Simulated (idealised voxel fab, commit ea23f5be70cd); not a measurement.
Process module name: voxel capacitor over wiring
It is cross-section cut that appears here, measuring 260 nm in width, its square cells being 5 nm in size.
Cross-section, as written here: a square-cell grid given band by band from the top down, where a band holds one or more rows of cells. This entry defines a band. It first specifies the height of the band's top and the height of its bottom in nm, and then specifies the band's materials from left to right, stating each material with its width in nm. The word "full width" identifies a single material that fills the band from edge to edge, while the word "air" identifies empty space. It should be noted that heights are counted from 0, beneath which the wafer as supplied is of one material throughout, and that the lowest band possesses no lower boundary but continues downward, as written in "from 0 down". Graded width ("30 to 40"): value in top row of band = first number; value in bottom row = second number; row-to-row change constant. Basically "nothing changed" means that step didn't change any cell in the cross-section. The label "closed voids" introduces a list of the empty spaces, 8 cells or larger, that have no open way up to the top; each entry in it reads width x height at distance, where the distance is taken from the left edge and all three are stated in nm. Anything after a step's settings on that line? It's the simulator's own note about the step. overlay nm: where the mask lay relative to plan, measured to the right, on steps with a mask; negatives go left.
-- Listed below are the process steps as planned
step 1: RECEIVE, material Si
step 2: CONFORMAL_DEP, material SiO2, thk nm 10
step 3: CONFORMAL_DEP, material SiN, thk nm 5
step 4: DIRECTIONAL_DEP, material lowk, thk nm 25
step 5: DIRECTIONAL_DEP, material aC, thk nm 15
step 6: PATTERN, tone open, mask id METAL_1, material resist, width nm 20, pitch nm 80, thk nm 30, overlay nm 0
step 7: DIRECTIONAL_ETCH, etch materials aC, depth nm 15
step 8: STRIP, etch materials resist
step 9: DIRECTIONAL_ETCH, etch materials lowk, depth nm 25
step 10: DIRECTIONAL_ETCH, etch materials SiN, depth nm 5
step 11: STRIP, etch materials aC
step 12: CONFORMAL_DEP, material TiN, thk nm 5
step 13: FILL_DEP, material Cu, thk nm 5
step 14: CMP, height nm 40
step 15: CONFORMAL_DEP, material SiCN, thk nm 5
step 16: DIRECTIONAL_DEP, material SiO2, thk nm 20
step 17: PATTERN, tone open, mask id PLUG_1, material resist, width nm 15, thk nm 20, overlay nm 0
step 18: DIRECTIONAL_ETCH, etch materials SiO2, depth nm 20
step 19: DIRECTIONAL_ETCH, etch materials SiCN, depth nm 5
step 20: STRIP, etch materials resist
step 21: EPI, material Ru, thk nm 10
step 22: EPI, material Ru, thk nm 10
step 23: EPI, material Ru, thk nm 5
step 24: DIRECTIONAL_DEP, material TiN, thk nm 5
step 25: DIRECTIONAL_DEP, material Al2O3, thk nm 5
step 26: DIRECTIONAL_DEP, material TiN, thk nm 5
step 27: PATTERN, tone cover, mask id UPPER_PLATE, material resist, width nm 65, thk nm 20, overlay nm 0
step 28: DIRECTIONAL_ETCH, etch materials TiN, depth nm 5
step 29: DIRECTIONAL_ETCH, etch materials Al2O3, depth nm 5
step 30: STRIP, etch materials resist
step 31: DIRECTIONAL_DEP, material aC, thk nm 10
step 32: PATTERN, tone cover, mask id LOWER_PLATE, material resist, width nm 75, thk nm 25, overlay nm 0
step 33: DIRECTIONAL_ETCH, etch materials aC, depth nm 10
step 34: STRIP, etch materials resist
step 35: DIRECTIONAL_ETCH, etch materials TiN, depth nm 5
step 36: STRIP, etch materials aC
step 37: FILL_DEP, material SiO2, thk nm 20
step 38: CMP, height nm 95
step 39: DIRECTIONAL_DEP, material aC, thk nm 15
step 40: PATTERN, tone open, mask id PLUG_2, material resist, width nm 15, thk nm 30, overlay nm 0
step 41: DIRECTIONAL_ETCH, etch materials aC, depth nm 15
step 42: STRIP, etch materials resist
step 43: DIRECTIONAL_ETCH, etch materials SiO2, depth nm 15
step 44: STRIP, etch materials aC
step 45: CONFORMAL_DEP, material TiN, thk nm 5
step 46: FILL_DEP, material Cu, thk nm 10
step 47: CMP, height nm 95
step 48: CONFORMAL_DEP, material SiN, thk nm 5
-- First of two wafers, with the run carried out as planned
-- Cross-sectional view of the wafer in its as-received condition, corresponding to the state after step 1
from 0 down = Si full width
closed voids: none
-- Presented here is a cross-section of the wafer after step 2 has been performed
from 10 to 0 = SiO2 full width
Lower than 0, everything is as it was.
-- Presented here is a cross-section of the wafer after step 3 has been performed
from 15 to 10 = SiN full width
Lower than 10, everything is as it was.
-- Presented here is a cross-section of the wafer after step 4 has been performed
from 40 to 15 = lowk full width
Lower than 15, everything is as it was.
-- Presented here is a cross-section of the wafer after step 5 has been performed
from 55 to 40 = aC full width
Lower than 40, everything is as it was.
-- Presented here is a cross-section of the wafer after step 6 has been performed
from 85 to 55 = resist: 80, then air: 20, then resist: 60, then air: 20, then resist: 80
Lower than 55, everything is as it was.
-- Presented here is a cross-section of the wafer after step 7 has been performed
from 70 to 55 = resist: 80, then air: 20, then resist: 60, then air: 20, then resist: 80
from 55 to 40 = aC: 80, then air: 20, then aC: 60, then air: 20, then aC: 80
Lower than 40, everything is as it was.
-- Presented here is a cross-section of the wafer after step 8 has been performed
from 55 to 40 = aC: 80, then air: 20, then aC: 60, then air: 20, then aC: 80
Lower than 40, everything is as it was.
-- Presented here is a cross-section of the wafer after step 9 has been performed
from 55 to 40 = aC: 80, then air: 20, then aC: 60, then air: 20, then aC: 80
from 40 to 15 = lowk: 80, then air: 20, then lowk: 60, then air: 20, then lowk: 80
Lower than 15, everything is as it was.
-- Presented here is a cross-section of the wafer after step 10 has been performed
from 55 to 40 = aC: 80, then air: 20, then aC: 60, then air: 20, then aC: 80
from 40 to 15 = lowk: 80, then air: 20, then lowk: 60, then air: 20, then lowk: 80
from 15 to 10 = SiN: 80, then air: 20, then SiN: 60, then air: 20, then SiN: 80
Lower than 10, everything is as it was.
-- Presented here is a cross-section of the wafer after step 11 has been performed
from 40 to 15 = lowk: 80, then air: 20, then lowk: 60, then air: 20, then lowk: 80
Lower than 15, everything is as it was.
-- Presented here is a cross-section of the wafer after step 12 has been performed
from 45 to 40 = TiN: 85, then air: 10, then TiN: 70, then air: 10, then TiN: 85
from 40 to 15 = lowk: 80, then TiN: 5, then air: 10, then TiN: 5, then lowk: 60, then TiN: 5, then air: 10, then TiN: 5, then lowk: 80
from 15 to 10 = SiN: 80, then TiN: 20, then SiN: 60, then TiN: 20, then SiN: 80
Lower than 10, everything is as it was.
-- Presented here is a cross-section of the wafer after step 13 has been performed
from 50 to 45 = Cu full width
from 45 to 40 = TiN: 85, then Cu: 10, then TiN: 70, then Cu: 10, then TiN: 85
from 40 to 15 = lowk: 80, then TiN: 5, then Cu: 10, then TiN: 5, then lowk: 60, then TiN: 5, then Cu: 10, then TiN: 5, then lowk: 80
Lower than 15, everything is as it was.
-- Presented here is a cross-section of the wafer after step 14 has been performed
from 40 to 15 = lowk: 80, then TiN: 5, then Cu: 10, then TiN: 5, then lowk: 60, then TiN: 5, then Cu: 10, then TiN: 5, then lowk: 80
Lower than 15, everything is as it was.
-- Presented here is a cross-section of the wafer after step 15 has been performed
from 45 to 40 = SiCN full width
Lower than 40, everything is as it was.
-- Presented here is a cross-section of the wafer after step 16 has been performed
from 65 to 45 = SiO2 full width
Lower than 45, everything is as it was.
-- Presented here is a cross-section of the wafer after step 17 has been performed
from 85 to 65 = resist: 85, then air: 15, then resist: 160
Lower than 65, everything is as it was.
-- Presented here is a cross-section of the wafer after step 18 has been performed
from 85 to 65 = resist: 85, then air: 15, then resist: 160
from 65 to 45 = SiO2: 85, then air: 15, then SiO2: 160
Lower than 45, everything is as it was.
-- Presented here is a cross-section of the wafer after step 19 has been performed
from 85 to 65 = resist: 85, then air: 15, then resist: 160
from 65 to 45 = SiO2: 85, then air: 15, then SiO2: 160
from 45 to 40 = SiCN: 85, then air: 15, then SiCN: 160
Lower than 40, everything is as it was.
-- Presented here is a cross-section of the wafer after step 20 has been performed
from 65 to 45 = SiO2: 85, then air: 15, then SiO2: 160
Lower than 45, everything is as it was.
-- Presented here is a cross-section of the wafer after step 21 has been performed
from 65 to 50 = SiO2: 85, then air: 15, then SiO2: 160
from 50 to 45 = SiO2: 85, then Ru: 15, then SiO2: 160
from 45 to 40 = SiCN: 85, then Ru: 15, then SiCN: 160
Lower than 40, everything is as it was.
-- Presented here is a cross-section of the wafer after step 22 has been performed
from 65 to 60 = SiO2: 85, then air: 15, then SiO2: 160
from 60 to 45 = SiO2: 85, then Ru: 15, then SiO2: 160
Lower than 45, everything is as it was.
-- Presented here is a cross-section of the wafer after step 23 has been performed
from 65 to 45 = SiO2: 85, then Ru: 15, then SiO2: 160
Lower than 45, everything is as it was.
-- Presented here is a cross-section of the wafer after step 24 has been performed
from 70 to 65 = TiN full width
Lower than 65, everything is as it was.
-- Presented here is a cross-section of the wafer after step 25 has been performed
from 75 to 70 = Al2O3 full width
Lower than 70, everything is as it was.
-- Presented here is a cross-section of the wafer after step 26 has been performed
from 80 to 75 = TiN full width
Lower than 75, everything is as it was.
-- Presented here is a cross-section of the wafer after step 27 has been performed
from 100 to 80 = air: 85, then resist: 65, then air: 110
Lower than 80, everything is as it was.
-- Presented here is a cross-section of the wafer after step 28 has been performed
from 100 to 80 = air: 85, then resist: 65, then air: 110
from 80 to 75 = air: 85, then TiN: 65, then air: 110
Lower than 75, everything is as it was.
-- Presented here is a cross-section of the wafer after step 29 has been performed
from 100 to 80 = air: 85, then resist: 65, then air: 110
from 80 to 75 = air: 85, then TiN: 65, then air: 110
from 75 to 70 = air: 85, then Al2O3: 65, then air: 110
Lower than 70, everything is as it was.
-- Presented here is a cross-section of the wafer after step 30 has been performed
from 80 to 75 = air: 85, then TiN: 65, then air: 110
Lower than 75, everything is as it was.
-- Presented here is a cross-section of the wafer after step 31 has been performed
from 90 to 80 = air: 85, then aC: 65, then air: 110
from 80 to 75 = aC: 85, then TiN: 65, then aC: 110
from 75 to 70 = aC: 85, then Al2O3: 65, then aC: 110
Lower than 70, everything is as it was.
-- Presented here is a cross-section of the wafer after step 32 has been performed
from 115 to 90 = air: 80, then resist: 75, then air: 105
from 90 to 80 = air: 80, then resist: 5, then aC: 65, then resist: 5, then air: 105
Lower than 80, everything is as it was.
-- Presented here is a cross-section of the wafer after step 33 has been performed
from 105 to 90 = air: 80, then resist: 75, then air: 105
from 90 to 80 = air: 80, then resist: 5, then aC: 65, then resist: 5, then air: 105
from 80 to 75 = air: 80, then aC: 5, then TiN: 65, then aC: 5, then air: 105
from 75 to 70 = air: 80, then aC: 5, then Al2O3: 65, then aC: 5, then air: 105
Lower than 70, everything is as it was.
-- Presented here is a cross-section of the wafer after step 34 has been performed
from 90 to 80 = air: 85, then aC: 65, then air: 110
Lower than 80, everything is as it was.
-- Presented here is a cross-section of the wafer after step 35 has been performed
from 90 to 80 = air: 85, then aC: 65, then air: 110
from 80 to 75 = air: 80, then aC: 5, then TiN: 65, then aC: 5, then air: 105
from 75 to 70 = air: 80, then aC: 5, then Al2O3: 65, then aC: 5, then air: 105
from 70 to 65 = air: 80, then TiN: 75, then air: 105
Lower than 65, everything is as it was.
-- Presented here is a cross-section of the wafer after step 36 has been performed
from 80 to 75 = air: 85, then TiN: 65, then air: 110
from 75 to 70 = air: 85, then Al2O3: 65, then air: 110
Lower than 70, everything is as it was.
-- Presented here is a cross-section of the wafer after step 37 has been performed
from 100 to 80 = SiO2 full width
from 80 to 75 = SiO2: 85, then TiN: 65, then SiO2: 110
from 75 to 70 = SiO2: 85, then Al2O3: 65, then SiO2: 110
from 70 to 65 = SiO2: 80, then TiN: 75, then SiO2: 105
Lower than 65, everything is as it was.
-- Presented here is a cross-section of the wafer after step 38 has been performed
from 95 to 80 = SiO2 full width
Lower than 80, everything is as it was.
-- Presented here is a cross-section of the wafer after step 39 has been performed
from 110 to 95 = aC full width
Lower than 95, everything is as it was.
-- Presented here is a cross-section of the wafer after step 40 has been performed
from 140 to 110 = resist: 95, then air: 15, then resist: 150
Lower than 110, everything is as it was.
-- Presented here is a cross-section of the wafer after step 41 has been performed
from 125 to 110 = resist: 95, then air: 15, then resist: 150
from 110 to 95 = aC: 95, then air: 15, then aC: 150
Lower than 95, everything is as it was.
-- Presented here is a cross-section of the wafer after step 42 has been performed
from 110 to 95 = aC: 95, then air: 15, then aC: 150
Lower than 95, everything is as it was.
-- Presented here is a cross-section of the wafer after step 43 has been performed
from 110 to 95 = aC: 95, then air: 15, then aC: 150
from 95 to 80 = SiO2: 95, then air: 15, then SiO2: 150
Lower than 80, everything is as it was.
-- Presented here is a cross-section of the wafer after step 44 has been performed
from 95 to 80 = SiO2: 95, then air: 15, then SiO2: 150
Lower than 80, everything is as it was.
-- Presented here is a cross-section of the wafer after step 45 has been performed
from 100 to 95 = TiN: 100, then air: 5, then TiN: 155
from 95 to 85 = SiO2: 95, then TiN: 5, then air: 5, then TiN: 5, then SiO2: 150
from 85 to 75 = SiO2: 95 to 85, then TiN: 15 to 65, then SiO2: 150 to 110
Lower than 75, everything is as it was.
-- Presented here is a cross-section of the wafer after step 46 has been performed
from 110 to 100 = Cu full width
from 100 to 95 = TiN: 100, then Cu: 5, then TiN: 155
from 95 to 85 = SiO2: 95, then TiN: 5, then Cu: 5, then TiN: 5, then SiO2: 150
Lower than 85, everything is as it was.
-- Presented here is a cross-section of the wafer after step 47 has been performed
from 95 to 85 = SiO2: 95, then TiN: 5, then Cu: 5, then TiN: 5, then SiO2: 150
Lower than 85, everything is as it was.
-- Presented here is a cross-section of the wafer after step 48 has been performed
from 100 to 95 = SiN full width
Lower than 95, everything is as it was.
-- Companion wafer, the second of two: same beginning, same intended sequence, one mistake in carrying it out; through step 16 inclusive it tracks the first exactly
-- Cross-sectional representation of the second wafer at the time designated in the plan for the completion of step 17
from 85 to 65 = resist: 95, then air: 15, then resist: 150
Lower than 65, everything is as it was.
-- Cross-sectional representation of the second wafer at the time designated in the plan for the completion of step 18
from 85 to 65 = resist: 95, then air: 15, then resist: 150
from 65 to 45 = SiO2: 95, then air: 15, then SiO2: 150
Lower than 45, everything is as it was.
-- Cross-sectional representation of the second wafer at the time designated in the plan for the completion of step 19
from 85 to 65 = resist: 95, then air: 15, then resist: 150
from 65 to 45 = SiO2: 95, then air: 15, then SiO2: 150
from 45 to 40 = SiCN: 95, then air: 15, then SiCN: 150
Lower than 40, everything is as it was.
-- Cross-sectional representation of the second wafer at the time designated in the plan for the completion of step 20
from 65 to 45 = SiO2: 95, then air: 15, then SiO2: 150
Lower than 45, everything is as it was.
-- Cross-sectional representation of the second wafer at the time designated in the plan for the completion of step 21
from 65 to 50 = SiO2: 95, then air: 15, then SiO2: 150
from 50 to 45 = SiO2: 95, then Ru: 15, then SiO2: 150
from 45 to 40 = SiCN: 95, then Ru: 15, then SiCN: 150
Lower than 40, everything is as it was.
-- Cross-sectional representation of the second wafer at the time designated in the plan for the completion of step 22
from 65 to 60 = SiO2: 95, then air: 15, then SiO2: 150
from 60 to 45 = SiO2: 95, then Ru: 15, then SiO2: 150
Lower than 45, everything is as it was.
-- Cross-sectional representation of the second wafer at the time designated in the plan for the completion of step 23
from 65 to 45 = SiO2: 95, then Ru: 15, then SiO2: 150
Lower than 45, everything is as it was.
-- Cross-sectional representation of the second wafer at the time designated in the plan for the completion of step 24
from 70 to 65 = TiN full width
Lower than 65, everything is as it was.
-- Cross-sectional representation of the second wafer at the time designated in the plan for the completion of step 25
from 75 to 70 = Al2O3 full width
Lower than 70, everything is as it was.
-- Cross-sectional representation of the second wafer at the time designated in the plan for the completion of step 26
from 80 to 75 = TiN full width
Lower than 75, everything is as it was.
-- Cross-sectional representation of the second wafer at the time designated in the plan for the completion of step 27
from 100 to 80 = air: 85, then resist: 65, then air: 110
Lower than 80, everything is as it was.
-- Cross-sectional representation of the second wafer at the time designated in the plan for the completion of step 28
from 100 to 80 = air: 85, then resist: 65, then air: 110
from 80 to 75 = air: 85, then TiN: 65, then air: 110
Lower than 75, everything is as it was.
-- Cross-sectional representation of the second wafer at the time designated in the plan for the completion of step 29
from 100 to 80 = air: 85, then resist: 65, then air: 110
from 80 to 75 = air: 85, then TiN: 65, then air: 110
from 75 to 70 = air: 85, then Al2O3: 65, then air: 110
Lower than 70, everything is as it was.
-- Cross-sectional representation of the second wafer at the time designated in the plan for the completion of step 30
from 80 to 75 = air: 85, then TiN: 65, then air: 110
Lower than 75, everything is as it was.
-- Cross-sectional representation of the second wafer at the time designated in the plan for the completion of step 31
from 90 to 80 = air: 85, then aC: 65, then air: 110
from 80 to 75 = aC: 85, then TiN: 65, then aC: 110
from 75 to 70 = aC: 85, then Al2O3: 65, then aC: 110
Lower than 70, everything is as it was.
-- Cross-sectional representation of the second wafer at the time designated in the plan for the completion of step 32
from 115 to 90 = air: 80, then resist: 75, then air: 105
from 90 to 80 = air: 80, then resist: 5, then aC: 65, then resist: 5, then air: 105
Lower than 80, everything is as it was.
-- Cross-sectional representation of the second wafer at the time designated in the plan for the completion of step 33
from 105 to 90 = air: 80, then resist: 75, then air: 105
from 90 to 80 = air: 80, then resist: 5, then aC: 65, then resist: 5, then air: 105
from 80 to 75 = air: 80, then aC: 5, then TiN: 65, then aC: 5, then air: 105
from 75 to 70 = air: 80, then aC: 5, then Al2O3: 65, then aC: 5, then air: 105
Lower than 70, everything is as it was.
-- Cross-sectional representation of the second wafer at the time designated in the plan for the completion of step 34
from 90 to 80 = air: 85, then aC: 65, then air: 110
Lower than 80, everything is as it was.
-- Cross-sectional representation of the second wafer at the time designated in the plan for the completion of step 35
from 90 to 80 = air: 85, then aC: 65, then air: 110
from 80 to 75 = air: 80, then aC: 5, then TiN: 65, then aC: 5, then air: 105
from 75 to 70 = air: 80, then aC: 5, then Al2O3: 65, then aC: 5, then air: 105
from 70 to 65 = air: 80, then TiN: 75, then air: 105
Lower than 65, everything is as it was.
-- Cross-sectional representation of the second wafer at the time designated in the plan for the completion of step 36
from 80 to 75 = air: 85, then TiN: 65, then air: 110
from 75 to 70 = air: 85, then Al2O3: 65, then air: 110
Lower than 70, everything is as it was.
-- Cross-sectional representation of the second wafer at the time designated in the plan for the completion of step 37
from 100 to 80 = SiO2 full width
from 80 to 75 = SiO2: 85, then TiN: 65, then SiO2: 110
from 75 to 70 = SiO2: 85, then Al2O3: 65, then SiO2: 110
from 70 to 65 = SiO2: 80, then TiN: 75, then SiO2: 105
Lower than 65, everything is as it was.
-- Cross-sectional representation of the second wafer at the time designated in the plan for the completion of step 38
from 95 to 80 = SiO2 full width
Lower than 80, everything is as it was.
-- Cross-sectional representation of the second wafer at the time designated in the plan for the completion of step 39
from 110 to 95 = aC full width
Lower than 95, everything is as it was.
-- Cross-sectional representation of the second wafer at the time designated in the plan for the completion of step 40
from 140 to 110 = resist: 95, then air: 15, then resist: 150
Lower than 110, everything is as it was.
-- Cross-sectional representation of the second wafer at the time designated in the plan for the completion of step 41
from 125 to 110 = resist: 95, then air: 15, then resist: 150
from 110 to 95 = aC: 95, then air: 15, then aC: 150
Lower than 95, everything is as it was.
-- Cross-sectional representation of the second wafer at the time designated in the plan for the completion of step 42
from 110 to 95 = aC: 95, then air: 15, then aC: 150
Lower than 95, everything is as it was.
-- Cross-sectional representation of the second wafer at the time designated in the plan for the completion of step 43
from 110 to 95 = aC: 95, then air: 15, then aC: 150
from 95 to 80 = SiO2: 95, then air: 15, then SiO2: 150
Lower than 80, everything is as it was.
-- Cross-sectional representation of the second wafer at the time designated in the plan for the completion of step 44
from 95 to 80 = SiO2: 95, then air: 15, then SiO2: 150
Lower than 80, everything is as it was.
-- Cross-sectional representation of the second wafer at the time designated in the plan for the completion of step 45
from 100 to 95 = TiN: 100, then air: 5, then TiN: 155
from 95 to 85 = SiO2: 95, then TiN: 5, then air: 5, then TiN: 5, then SiO2: 150
from 85 to 75 = SiO2: 95 to 85, then TiN: 15 to 65, then SiO2: 150 to 110
Lower than 75, everything is as it was.
-- Cross-sectional representation of the second wafer at the time designated in the plan for the completion of step 46
from 110 to 100 = Cu full width
from 100 to 95 = TiN: 100, then Cu: 5, then TiN: 155
from 95 to 85 = SiO2: 95, then TiN: 5, then Cu: 5, then TiN: 5, then SiO2: 150
Lower than 85, everything is as it was.
-- Cross-sectional representation of the second wafer at the time designated in the plan for the completion of step 47
from 95 to 85 = SiO2: 95, then TiN: 5, then Cu: 5, then TiN: 5, then SiO2: 150
Lower than 85, everything is as it was.
-- Cross-sectional representation of the second wafer at the time designated in the plan for the completion of step 48
from 100 to 95 = SiN full width
Lower than 95, everything is as it was.
Want to know what went wrong? rather than as planned, step 17 actually ran as PATTERN, tone open, mask id PLUG_1, material resist, width nm 15, thk nm 20, overlay nm 10
At the end, the second wafer has the same number of cells of each material as the first, but those cells sit in other places.
